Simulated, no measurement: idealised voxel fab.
The process module that follows is named voxel trench capacitor.
Cross-section cut: width 255 nm, square cells of 5 nm.
Bands, listed from the top down, are how a cross-section gets written in this document; the cross-section itself is a grid of square cells, and a band is one or more rows of them. Heads up on the band format: heights come first, top then bottom, in nm. After that it's the materials left to right, each with its width in nm. A single material flagged "full width" fills the whole band edge to edge, and "air" means there's empty space there. Heights are measured from 0, the level below which the as-received wafer is all one material; the lowest band has no bottom and continues downward, written as in "0..down". A width such as "30..40" changes by the same amount from each row of cells to the next, from the band's top row to its bottom row. Step marked "remains unaltered"? Then no cell in the cross-section changed in it. The label "Enclosed void list" introduces a list of the empty spaces, 8 cells or larger, that have no open way up to the top; each entry in it reads width x height at distance, where the distance is taken from the left edge and all three are stated in nm. What comes after the settings on a step's line is commentary from the simulator itself on that step. overlay nm: where the mask lay relative to plan, measured to the right, on steps with a mask; negatives go left.

PLANNED STEP LIST FOR THE PROCESS
| 1 | RECEIVE (material Si) |
| 2 | CONFORMAL_DEP (material SiN; thk nm 10) |
| 3 | MASKED_ETCH (tone open; mask id TRENCH; width nm 25; pitch nm 45; etch materials SiN; depth nm 10; overlay nm 0) |
| 4 | MASKED_ETCH (tone open; mask id TRENCH; width nm 25; pitch nm 45; etch materials Si; depth nm 25; overlay nm 0) |
| 5 | CONFORMAL_DEP (material Al2O3; thk nm 5) |
| 6 | CONFORMAL_DEP (material TiN; thk nm 5) |
| 7 | FILL_DEP (material W; thk nm 5) |
| 8 | CMP (height nm 10) |

WAFER AS RECEIVED: CROSS-SECTION FOLLOWING STEP 1
	0..down  Si full width
	Enclosed void list: none

CROSS-SECTION, END OF MODULE. START: AS ABOVE. PLAN: AS ABOVE. EXECUTION: ONE MISTAKE
	10..0  SiN=45 | TiN=5 | Al2O3=5 | W=5 | Al2O3=5 | TiN=5 | SiN=20 | TiN=5 | Al2O3=5 | W=5 | Al2O3=5 | TiN=5 | SiN=20 | TiN=5 | Al2O3=5 | W=5 | Al2O3=5 | TiN=5 | SiN=20 | TiN=5 | Al2O3=5 | W=5 | Al2O3=5 | TiN=5 | SiN=50
	0..-15  Si=45 | TiN=5 | Al2O3=5 | W=5 | Al2O3=5 | TiN=5 | Si=20 | TiN=5 | Al2O3=5 | W=5 | Al2O3=5 | TiN=5 | Si=20 | TiN=5 | Al2O3=5 | W=5 | Al2O3=5 | TiN=5 | Si=20 | TiN=5 | Al2O3=5 | W=5 | Al2O3=5 | TiN=5 | Si=50
	-15..-20  Si=45 | TiN=5 | Al2O3=15 | TiN=5 | Si=20 | TiN=5 | Al2O3=15 | TiN=5 | Si=20 | TiN=5 | Al2O3=15 | TiN=5 | Si=20 | TiN=5 | Al2O3=15 | TiN=5 | Si=50
	-20..-25  Si=45 | TiN=25 | Si=20 | TiN=25 | Si=20 | TiN=25 | Si=20 | TiN=25 | Si=50
	-25..down  Si full width
	Enclosed void list: none
What broke from the plan during processing? the run placed steps 5 and 6 each in the position the plan gave to the other
